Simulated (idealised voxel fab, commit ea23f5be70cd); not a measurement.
process module | voxel self aligned vias
cross-section cut | 285 nm wide | cells 5 nm
A cross-section is a grid of square cells, given in bands from the top down. A band is one or more rows of cells.
Each band's line starts with the height of the band's top and of its bottom, in nm. Then come its materials from left to right, each with its width in nm. One material with "throughout" fills the band from edge to edge. "air" is empty space.
Height 0 is the level under which the wafer as received is all one material. The lowest band goes on downwards, as in "0 down".
A width such as "30 to 40" changes by the same amount from each row of cells to the next, from the band's top row to its bottom row.
"no change" after a step means that no cell of the cross-section changed.
closed voids: empty space of 8 cells or more with no open way to the top, each as width x height at its distance from the left edge, in nm
after a step's settings: what the simulator itself notes on the step
overlay nm, on a step with a mask: how far to the right of its planned place the mask lay; to the left if negative
plan
1 op RECEIVE | material Si
2 op CONFORMAL_DEP | material SiO2 | thk nm 15
3 op CONFORMAL_DEP | material SiCN | thk nm 5
4 op DIRECTIONAL_DEP | material lowk | thk nm 30
5 op PATTERN | tone open | mask id LINES | material resist | width nm 20 | pitch nm 65 | thk nm 15 | overlay nm 0
6 op DIRECTIONAL_ETCH | etch materials lowk | depth nm 30
7 op STRIP | etch materials resist
8 op CONFORMAL_DEP | material TiN | thk nm 5
9 op FILL_DEP | material W | thk nm 5
10 op CMP | height nm 50
11 op SELECTIVE_ETCH | etch materials W Ru TiN | depth nm 5
12 op FILL_DEP | material SiN | thk nm 5
13 op CMP | height nm 50
14 op DIRECTIONAL_DEP | material lowk | thk nm 15
15 op MASKED_ETCH | tone open | mask id VIAS | width nm 40 | etch materials lowk | depth nm 15 | overlay nm 0
16 op MASKED_ETCH | tone open | mask id VIAS | width nm 40 | etch materials SiN | depth nm 5 | overlay nm 0
17 op CONFORMAL_DEP | material TiN | thk nm 5
18 op FILL_DEP | material Cu | thk nm 5
19 op CMP | height nm 65
20 op CONFORMAL_DEP | material SiN | thk nm 5
as received, after step 1
  0 down: Si throughout
  closed voids: none
first wafer at the end, as planned
  70 to 65: SiN throughout
  65 to 55: lowk 90 | TiN 5 | Cu 30 | TiN 5 | lowk 155
  55 to 50: lowk 90 | TiN 15 | Cu 10 | TiN 15 | lowk 155
  50 to 45: lowk 100 | TiN 20 | lowk 45 | SiN 20 | lowk 100
  45 to 25: lowk 100 | TiN 5 | W 10 | TiN 5 | lowk 45 | TiN 5 | W 10 | TiN 5 | lowk 100
  25 to 20: lowk 100 | TiN 20 | lowk 45 | TiN 20 | lowk 100
  20 to 15: SiCN throughout
  15 to 0: SiO2 throughout
  0 down: Si throughout
  closed voids: none
second wafer at the end: like start, like plan, one mistake
  70 to 65: SiN throughout
  65 to 50: lowk 90 | TiN 5 | Cu 30 | TiN 5 | lowk 155
  50 to 45: lowk 90 | TiN 40 | lowk 35 | SiN 20 | lowk 100
  45 to 25: lowk 100 | TiN 5 | W 10 | TiN 5 | lowk 45 | TiN 5 | W 10 | TiN 5 | lowk 100
  25 to 20: lowk 100 | TiN 20 | lowk 45 | TiN 20 | lowk 100
  20 to 15: SiCN throughout
  15 to 0: SiO2 throughout
  0 down: Si throughout
  closed voids: none
what went wrong: step 15 ran as: op MASKED_ETCH | tone open | mask id VIAS | width nm 40 | etch materials lowk | depth nm 20 | overlay nm 0
at the end the second wafer has, in cells: 4 more of Cu | 4 fewer of lowk
